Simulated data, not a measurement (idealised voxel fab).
process module | voxel wiring stack
cross-section cut | 200 nm wide | cells 5 nm
A cross-section is a grid of square cells, given in bands from the top down. A band is one or more rows of cells.
Each band's line starts with the height of the band's top and of its bottom, in nm. Then come its materials from left to right, each with its width in nm. One material with "throughout" fills the band from edge to edge. "air" is empty space.
Height 0 is the level under which the wafer as received is all one material. The lowest band goes on downwards, as in "0 down".
A width such as "30 to 40" changes by the same amount from each row of cells to the next, from the band's top row to its bottom row.
"no change" after a step means that no cell of the cross-section changed.
closed voids: empty space of 8 cells or more with no open way to the top, each as width x height at its distance from the left edge, in nm
after a step's settings: what the simulator itself notes on the step
overlay nm, on a step with a mask: how far to the right of its planned place the mask lay; to the left if negative
plan
1 op RECEIVE | material Si
2 op CONFORMAL_DEP | material SiO2 | thk nm 15
3 op DIRECTIONAL_DEP | material TiN | thk nm 5
4 op DIRECTIONAL_DEP | material Ru | thk nm 15
5 op MASKED_ETCH | tone cover | mask id METAL_1 | width nm 30 | pitch nm 60 | etch materials Ru | depth nm 15 | overlay nm 0
6 op MASKED_ETCH | tone cover | mask id METAL_1 | width nm 30 | pitch nm 60 | etch materials TiN | depth nm 5 | overlay nm 0
7 op FILL_DEP | material lowk | thk nm 5
8 op CMP | height nm 35
9 op CONFORMAL_DEP | material SiCN | thk nm 5
10 op DIRECTIONAL_DEP | material lowk | thk nm 20
11 op PATTERN | tone open | mask id PLUG_1 | material resist | width nm 15 | pitch nm 60 | thk nm 15 | overlay nm 0
12 op DIRECTIONAL_ETCH | etch materials lowk | depth nm 20
13 op DIRECTIONAL_ETCH | etch materials SiCN | depth nm 5
14 op STRIP | etch materials resist
15 op CONFORMAL_DEP | material TiN | thk nm 5
16 op FILL_DEP | material Cu | thk nm 5
17 op CMP | height nm 60
18 op DIRECTIONAL_DEP | material TiN | thk nm 5
19 op DIRECTIONAL_DEP | material W | thk nm 15
20 op PATTERN | tone cover | mask id METAL_2 | material resist | width nm 30 | pitch nm 60 | thk nm 20 | overlay nm 0
21 op DIRECTIONAL_ETCH | etch materials W | depth nm 15
22 op DIRECTIONAL_ETCH | etch materials TiN | depth nm 5
23 op STRIP | etch materials resist
24 op CONFORMAL_DEP | material SiCN | thk nm 5
25 op FILL_DEP | material lowk | thk nm 10
26 op CMP | height nm 80
27 op CONFORMAL_DEP | material SiCN | thk nm 5
28 op DIRECTIONAL_DEP | material SiO2 | thk nm 20
29 op MASKED_ETCH | tone open | mask id PLUG_2 | width nm 15 | pitch nm 60 | etch materials SiO2 | depth nm 20 | overlay nm 0
30 op MASKED_ETCH | tone open | mask id PLUG_2 | width nm 15 | pitch nm 60 | etch materials SiCN | depth nm 5 | overlay nm 0
31 op EPI | material Ru | thk nm 10
32 op EPI | material Ru | thk nm 10
33 op EPI | material Ru | thk nm 5
34 op DIRECTIONAL_DEP | material TiN | thk nm 5
35 op DIRECTIONAL_DEP | material W | thk nm 25
36 op MASKED_ETCH | tone cover | mask id METAL_3 | width nm 30 | pitch nm 60 | etch materials W | depth nm 25 | overlay nm 0
37 op MASKED_ETCH | tone cover | mask id METAL_3 | width nm 30 | pitch nm 60 | etch materials TiN | depth nm 5 | overlay nm 0
38 op CONFORMAL_DEP | material SiN | thk nm 5
39 op FILL_DEP | material lowk | thk nm 10
40 op CMP | height nm 135
41 op CONFORMAL_DEP | material SiN | thk nm 5
as received, after step 1
  0 down: Si throughout
  closed voids: none
first wafer at the end, as planned
  140 to 135: SiN throughout
  135 to 110: lowk 50 | SiN 5 | W 30 | SiN 5 | lowk 20 | SiN 5 | W 30 | SiN 5 | lowk 50
  110 to 105: SiN 55 | TiN 30 | SiN 30 | TiN 30 | SiN 55
  105 to 85: SiO2 55 | Ru 15 | SiO2 45 | Ru 15 | SiO2 70
  85 to 80: SiCN 55 | Ru 15 | SiCN 45 | Ru 15 | SiCN 70
  80 to 65: lowk 50 | SiCN 5 | W 30 | SiCN 5 | lowk 20 | SiCN 5 | W 30 | SiCN 5 | lowk 50
  65 to 60: SiCN 55 | TiN 30 | SiCN 30 | TiN 30 | SiCN 55
  60 to 40: lowk 55 | TiN 5 | Cu 5 | TiN 5 | lowk 45 | TiN 5 | Cu 5 | TiN 5 | lowk 70
  40 to 35: SiCN 55 | TiN 15 | SiCN 45 | TiN 15 | SiCN 70
  35 to 20: lowk 55 | Ru 30 | lowk 30 | Ru 30 | lowk 55
  20 to 15: lowk 55 | TiN 30 | lowk 30 | TiN 30 | lowk 55
  15 to 0: SiO2 throughout
  0 down: Si throughout
  closed voids: none
second wafer at the end: like start, like plan, one mistake
  140 to 135: SiN throughout
  135 to 110: lowk 50 | SiN 5 | W 30 | SiN 5 | lowk 20 | SiN 5 | W 30 | SiN 5 | lowk 50
  110 to 105: SiN 55 | TiN 30 | SiN 30 | TiN 30 | SiN 55
  105 to 85: SiO2 55 | Ru 15 | SiO2 45 | Ru 15 | SiO2 70
  85 to 80: SiCN 55 | Ru 15 | SiCN 45 | Ru 15 | SiCN 70
  80 to 65: lowk 40 | SiCN 5 | W 30 | SiCN 5 | lowk 20 | SiCN 5 | W 30 | SiCN 5 | lowk 60
  65 to 60: SiCN 45 | TiN 30 | SiCN 30 | TiN 30 | SiCN 65
  60 to 40: lowk 55 | TiN 5 | Cu 5 | TiN 5 | lowk 45 | TiN 5 | Cu 5 | TiN 5 | lowk 70
  40 to 35: SiCN 55 | TiN 15 | SiCN 45 | TiN 15 | SiCN 70
  35 to 20: lowk 55 | Ru 30 | lowk 30 | Ru 30 | lowk 55
  20 to 15: lowk 55 | TiN 30 | lowk 30 | TiN 30 | lowk 55
  15 to 0: SiO2 throughout
  0 down: Si throughout
  closed voids: none
what went wrong: step 20 ran as: op PATTERN | tone cover | mask id METAL_2 | material resist | width nm 30 | pitch nm 60 | thk nm 20 | overlay nm -10
at the end the second wafer has, in cells: as many of each material as the first, in other places
